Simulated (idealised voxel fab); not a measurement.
process module | voxel capacitor over wiring
cross-section cut | 170 nm wide | cells 5 nm
A cross-section is a grid of square cells, given in bands from the top down. A band is one or more rows of cells.
Each band's line starts with the height of the band's top and of its bottom, in nm. Then come its materials from left to right, each with its width in nm. One material with "throughout" fills the band from edge to edge. "air" is empty space.
Height 0 is the level under which the wafer as received is all one material. The lowest band goes on downwards, as in "0 down".
A width such as "30 to 40" changes by the same amount from each row of cells to the next, from the band's top row to its bottom row.
"no change" after a step means that no cell of the cross-section changed.
closed voids: empty space of 8 cells or more with no open way to the top, each as width x height at its distance from the left edge, in nm
after a step's settings: what the simulator itself notes on the step
overlay nm, on a step with a mask: how far to the right of its planned place the mask lay; to the left if negative
plan
1 op RECEIVE | material Si
2 op CONFORMAL_DEP | material SiO2 | thk nm 15
3 op CONFORMAL_DEP | material SiN | thk nm 5
4 op DIRECTIONAL_DEP | material SiO2 | thk nm 25
5 op DIRECTIONAL_DEP | material aC | thk nm 15
6 op PATTERN | tone open | mask id METAL_1 | material resist | width nm 30 | pitch nm 90 | thk nm 30 | overlay nm 0
7 op DIRECTIONAL_ETCH | etch materials aC | depth nm 15
8 op STRIP | etch materials resist
9 op DIRECTIONAL_ETCH | etch materials SiO2 | depth nm 25
10 op DIRECTIONAL_ETCH | etch materials SiN | depth nm 5
11 op STRIP | etch materials aC
12 op CONFORMAL_DEP | material TiN | thk nm 5
13 op FILL_DEP | material Cu | thk nm 10
14 op CMP | height nm 45
15 op CONFORMAL_DEP | material SiCN | thk nm 5
16 op DIRECTIONAL_DEP | material SiO2 | thk nm 15
17 op PATTERN | tone open | mask id PLUG_1 | material resist | width nm 15 | thk nm 20 | overlay nm 0
18 op DIRECTIONAL_ETCH | etch materials SiO2 | depth nm 15
19 op DIRECTIONAL_ETCH | etch materials SiCN | depth nm 5
20 op STRIP | etch materials resist
21 op CONFORMAL_DEP | material TiN | thk nm 5
22 op FILL_DEP | material W | thk nm 5
23 op CMP | height nm 65
24 op DIRECTIONAL_DEP | material TiN | thk nm 5
25 op DIRECTIONAL_DEP | material SiN | thk nm 5
26 op DIRECTIONAL_DEP | material TiN | thk nm 5
27 op MASKED_ETCH | tone cover | mask id UPPER_PLATE | width nm 65 | etch materials TiN | depth nm 5 | overlay nm 0
28 op MASKED_ETCH | tone cover | mask id UPPER_PLATE | width nm 65 | etch materials SiN | depth nm 5 | overlay nm 0
29 op DIRECTIONAL_DEP | material aC | thk nm 15
30 op PATTERN | tone cover | mask id LOWER_PLATE | material resist | width nm 75 | thk nm 35 | overlay nm 0
31 op DIRECTIONAL_ETCH | etch materials aC | depth nm 15
32 op STRIP | etch materials resist
33 op DIRECTIONAL_ETCH | etch materials TiN | depth nm 5
34 op STRIP | etch materials aC
35 op FILL_DEP | material SiO2 | thk nm 15
36 op CMP | height nm 90
37 op MASKED_ETCH | tone open | mask id PLUG_2 | width nm 15 | etch materials SiO2 | depth nm 10 | overlay nm 0
38 op CONFORMAL_DEP | material TiN | thk nm 5
39 op FILL_DEP | material Cu | thk nm 5
40 op CMP | height nm 90
41 op CONFORMAL_DEP | material SiCN | thk nm 5
as received, after step 1
  0 down: Si throughout
  closed voids: none
first wafer at the end, as planned
  95 to 90: SiCN throughout
  90 to 85: SiO2 50 | TiN 5 | Cu 5 | TiN 5 | SiO2 105
  85 to 75: SiO2 50 to 40 | TiN 15 to 65 | SiO2 105 to 65
  75 to 70: SiO2 40 | SiN 65 | SiO2 65
  70 to 65: SiO2 35 | TiN 75 | SiO2 60
  65 to 50: SiO2 40 | TiN 5 | W 5 | TiN 5 | SiO2 115
  50 to 45: SiCN 40 | TiN 15 | SiCN 115
  45 to 20: SiO2 25 | TiN 5 | Cu 20 | TiN 5 | SiO2 60 | TiN 5 | Cu 20 | TiN 5 | SiO2 25
  20 to 15: SiN 25 | TiN 30 | SiN 60 | TiN 30 | SiN 25
  15 to 0: SiO2 throughout
  0 down: Si throughout
  closed voids: none
second wafer at the end: like start, like plan, one mistake
  95 to 90: SiCN throughout
  90 to 85: SiO2 50 | TiN 5 | Cu 5 | TiN 5 | SiO2 105
  85 to 80: SiO2 50 | TiN 15 | SiO2 105
  80 to 75: SiO2 40 | SiN 65 | SiO2 65
  75 to 70: SiO2 35 | TiN 75 | SiO2 60
  70 to 65: TiN throughout
  65 to 50: SiO2 40 | TiN 5 | W 5 | TiN 5 | SiO2 115
  50 to 45: SiCN 40 | TiN 15 | SiCN 115
  45 to 20: SiO2 25 | TiN 5 | Cu 20 | TiN 5 | SiO2 60 | TiN 5 | Cu 20 | TiN 5 | SiO2 25
  20 to 15: SiN 25 | TiN 30 | SiN 60 | TiN 30 | SiN 25
  15 to 0: SiO2 throughout
  0 down: Si throughout
  closed voids: none
what went wrong: steps 25 and 26 were swapped
at the end the second wafer has, in cells: 21 fewer of SiO2 | 21 more of TiN
